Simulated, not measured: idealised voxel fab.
Process module heading - voxel tone inversion
FYI the section here is cut, 160 nm wide, cells are 5 nm squares.
If you're reading a cross-section in this doc, picture square cells in a grid; it comes to you as bands, top ones listed first down to the bottom, and a band can be one or more rows of cells. Quick guide to a band line: top height, bottom height (nm) up front; then every material left to right with its width in nm. Only one material and it's marked "everywhere"? Then it fills the band edge to edge. And "air" just means empty space. Zero point of the height axis is 0; under it, received wafer = one material. Lowest band: continues down indefinitely, "0 down". The expression "30->40" gives the width at the extremes of the band, the first number at its top row of cells and the second at its bottom row, with the width changing by equal amounts from each row to the next in between. When a step is marked "no change", none of the cells in the cross-section changed during that step. Look at "Fully sealed voids" for the closed voids: empty spaces with no open path to the top, sized 8 cells or up. Each is width x height at distance, distance from the left edge, all nm. Whatever follows a step's settings on its line is a remark the simulator itself makes about that step. "overlay nm" answers the question of how far to the right of plan the mask lay on a step that has a mask, and when it is negative the answer is to the left.
The following list gives the planned process steps:
1) RECEIVE, material Si
2) CONFORMAL_DEP, material SiCN, thk nm 5
3) DIRECTIONAL_DEP, material aC, thk nm 15
4) PATTERN, tone cover, mask id POSTS, material resist, width nm 20, pitch nm 35, thk nm 25, overlay nm 0
5) DIRECTIONAL_ETCH, etch materials aC, depth nm 15
6) STRIP, etch materials resist
7) FILL_DEP, material SiO2, thk nm 10
8) CMP, height nm 20
9) STRIP, etch materials aC
Incoming wafer, cross-sectional view, post step 1:
- 0 down: Si everywhere
- Fully sealed voids: none
One mistake in running the module, otherwise start and plan as above: cross-section at the end:
- 10 to 5: SiO2 15 | air 20 | SiO2 15 | air 20 | SiO2 15 | air 20 | SiO2 15 | air 20 | SiO2 20
- 5 to 0: SiCN everywhere
- 0 down: Si everywhere
- Fully sealed voids: none
What was the processing mistake? the process deviated at step 8: the operation and settings actually run there were CMP, height nm 10
